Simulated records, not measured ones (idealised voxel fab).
process module | voxel wiring stack
cross-section cut | 205 nm wide | cells 5 nm
A cross-section is a grid of square cells, given in bands from the top down. A band is one or more rows of cells.
Each band's line starts with the height of the band's top and of its bottom, in nm. Then come its materials from left to right, each with its width in nm. One material with "throughout" fills the band from edge to edge. "air" is empty space.
Height 0 is the level under which the wafer as received is all one material. The lowest band goes on downwards, as in "0 down".
A width such as "30 to 40" changes by the same amount from each row of cells to the next, from the band's top row to its bottom row.
"no change" after a step means that no cell of the cross-section changed.
closed voids: empty space of 8 cells or more with no open way to the top, each as width x height at its distance from the left edge, in nm
after a step's settings: what the simulator itself notes on the step
overlay nm, on a step with a mask: how far to the right of its planned place the mask lay; to the left if negative
plan
1 op RECEIVE | material Si
2 op CONFORMAL_DEP | material SiO2 | thk nm 10
3 op CONFORMAL_DEP | material SiN | thk nm 5
4 op DIRECTIONAL_DEP | material SiO2 | thk nm 20
5 op DIRECTIONAL_DEP | material aC | thk nm 15
6 op PATTERN | tone open | mask id METAL_1 | material resist | width nm 25 | pitch nm 50 | thk nm 35 | overlay nm 0
7 op DIRECTIONAL_ETCH | etch materials aC | depth nm 15
8 op STRIP | etch materials resist
9 op DIRECTIONAL_ETCH | etch materials SiO2 | depth nm 20
10 op DIRECTIONAL_ETCH | etch materials SiN | depth nm 5
11 op STRIP | etch materials aC
12 op CONFORMAL_DEP | material TiN | thk nm 5
13 op FILL_DEP | material W | thk nm 5
14 op CMP | height nm 35
15 op EPI | material Ru | thk nm 5
16 op FILL_DEP | material SiCN | thk nm 5
17 op DIRECTIONAL_DEP | material lowk | thk nm 35
18 op MASKED_ETCH | tone open | mask id METAL_2_HOLES | width nm 15 | pitch nm 50 | etch materials lowk | depth nm 35 | overlay nm 0
19 op MASKED_ETCH | tone open | mask id METAL_2 | width nm 25 | pitch nm 50 | etch materials lowk | depth nm 10 | overlay nm 0
20 op MASKED_ETCH | tone open | mask id METAL_2 | width nm 25 | pitch nm 50 | etch materials SiCN | depth nm 5 | overlay nm 0
21 op CONFORMAL_DEP | material TiN | thk nm 5
22 op FILL_DEP | material Cu | thk nm 10
23 op CMP | height nm 80
24 op CONFORMAL_DEP | material SiCN | thk nm 5
25 op DIRECTIONAL_DEP | material SiO2 | thk nm 30
26 op PATTERN | tone open | mask id METAL_3_HOLES | material resist | width nm 15 | pitch nm 50 | thk nm 15 | overlay nm 0
27 op DIRECTIONAL_ETCH | etch materials SiO2 | depth nm 30
28 op STRIP | etch materials resist
29 op DIRECTIONAL_DEP | material aC | thk nm 15
30 op PATTERN | tone open | mask id METAL_3 | material resist | width nm 25 | pitch nm 50 | thk nm 35 | overlay nm 0
31 op DIRECTIONAL_ETCH | etch materials aC | depth nm 15
32 op STRIP | etch materials resist
33 op DIRECTIONAL_ETCH | etch materials SiO2 | depth nm 20
34 op DIRECTIONAL_ETCH | etch materials SiCN | depth nm 5
35 op STRIP | etch materials aC
36 op CONFORMAL_DEP | material TiN | thk nm 5
37 op FILL_DEP | material Ru | thk nm 10
38 op CMP | height nm 115
39 op CONFORMAL_DEP | material SiCN | thk nm 5
varied across the wafers: depth nm of step 19. The plan shows the first wafer's value. All wafers start alike
first wafer as received, after step 1
  0 down: Si throughout
  closed voids: none
first wafer at the end, after step 39
  120 to 115: SiCN throughout
  115 to 100: SiO2 40 | TiN 5 | Ru 15 | TiN 5 | SiO2 25 | TiN 5 | Ru 15 | TiN 5 | SiO2 25 | TiN 5 | Ru 15 | TiN 5 | SiO2 40
  100 to 95: SiO2 40 | TiN 5 | Ru 5 | TiN 15 | SiO2 25 | TiN 5 | Ru 5 | TiN 15 | SiO2 25 | TiN 5 | Ru 5 | TiN 15 | SiO2 40
  95 to 85: SiO2 40 | TiN 5 | Ru 5 | TiN 5 | SiO2 35 | TiN 5 | Ru 5 | TiN 5 | SiO2 35 | TiN 5 | Ru 5 | TiN 5 | SiO2 50
  85 to 80: SiCN 40 | TiN 15 | SiCN 35 | TiN 15 | SiCN 35 | TiN 15 | SiCN 50
  80 to 70: lowk 40 | TiN 5 | Cu 15 to 5 | TiN 5 to 15 | lowk 25 | TiN 5 | Cu 15 to 5 | TiN 5 to 15 | lowk 25 | TiN 5 | Cu 15 to 5 | TiN 5 to 15 | lowk 40
  70 to 45: lowk 40 | TiN 5 | Cu 5 | TiN 5 | lowk 35 | TiN 5 | Cu 5 | TiN 5 | lowk 35 | TiN 5 | Cu 5 | TiN 5 | lowk 50
  45 to 40: SiCN 40 | TiN 15 | SiCN 35 | TiN 15 | SiCN 35 | TiN 15 | SiCN 50
  40 to 35: SiCN 35 | Ru 35 | SiCN 15 | Ru 35 | SiCN 15 | Ru 35 | SiCN 35
  35 to 15: SiO2 40 | TiN 5 | W 15 | TiN 5 | SiO2 25 | TiN 5 | W 15 | TiN 5 | SiO2 25 | TiN 5 | W 15 | TiN 5 | SiO2 40
  15 to 10: SiN 40 | TiN 25 | SiN 25 | TiN 25 | SiN 25 | TiN 25 | SiN 40
  10 to 0: SiO2 throughout
  0 down: Si throughout
  closed voids: none
last wafer at the end
  120 to 115: SiCN throughout
  115 to 100: SiO2 40 | TiN 5 | Ru 15 | TiN 5 | SiO2 25 | TiN 5 | Ru 15 | TiN 5 | SiO2 25 | TiN 5 | Ru 15 | TiN 5 | SiO2 40
  100 to 95: SiO2 40 | TiN 5 | Ru 5 | TiN 15 | SiO2 25 | TiN 5 | Ru 5 | TiN 15 | SiO2 25 | TiN 5 | Ru 5 | TiN 15 | SiO2 40
  95 to 85: SiO2 40 | TiN 5 | Ru 5 | TiN 5 | SiO2 35 | TiN 5 | Ru 5 | TiN 5 | SiO2 35 | TiN 5 | Ru 5 | TiN 5 | SiO2 50
  85 to 80: SiCN 40 | TiN 15 | SiCN 35 | TiN 15 | SiCN 35 | TiN 15 | SiCN 50
  80 to 45: lowk 40 | TiN 5 | Cu 15 | TiN 5 | lowk 25 | TiN 5 | Cu 15 | TiN 5 | lowk 25 | TiN 5 | Cu 15 | TiN 5 | lowk 40
  45 to 40: SiCN 40 | TiN 25 | SiCN 25 | TiN 25 | SiCN 25 | TiN 25 | SiCN 40
  40 to 35: SiCN 35 | Ru 35 | SiCN 15 | Ru 35 | SiCN 15 | Ru 35 | SiCN 35
  35 to 15: SiO2 40 | TiN 5 | W 15 | TiN 5 | SiO2 25 | TiN 5 | W 15 | TiN 5 | SiO2 25 | TiN 5 | W 15 | TiN 5 | SiO2 40
  15 to 10: SiN 40 | TiN 25 | SiN 25 | TiN 25 | SiN 25 | TiN 25 | SiN 40
  10 to 0: SiO2 throughout
  0 down: Si throughout
  closed voids: none
each wafer at the end: cells of each material gained (+) or lost (-) since it was received, then its closed voids
depth nm 10 | +27 Cu | +57 Ru | +125 SiCN | +26 SiN | +354 SiO2 | +147 TiN | +36 W | +212 lowk | closed voids: none
depth nm 15 | +33 Cu | +57 Ru | +125 SiCN | +26 SiN | +354 SiO2 | +147 TiN | +36 W | +206 lowk | closed voids: none
depth nm 20 | +39 Cu | +57 Ru | +125 SiCN | +26 SiN | +354 SiO2 | +147 TiN | +36 W | +200 lowk | closed voids: none
depth nm 25 | +45 Cu | +57 Ru | +125 SiCN | +26 SiN | +354 SiO2 | +147 TiN | +36 W | +194 lowk | closed voids: none
depth nm 30 | +51 Cu | +57 Ru | +125 SiCN | +26 SiN | +354 SiO2 | +147 TiN | +36 W | +188 lowk | closed voids: none
depth nm 35 | +63 Cu | +57 Ru | +119 SiCN | +26 SiN | +354 SiO2 | +147 TiN | +36 W | +182 lowk | closed voids: none
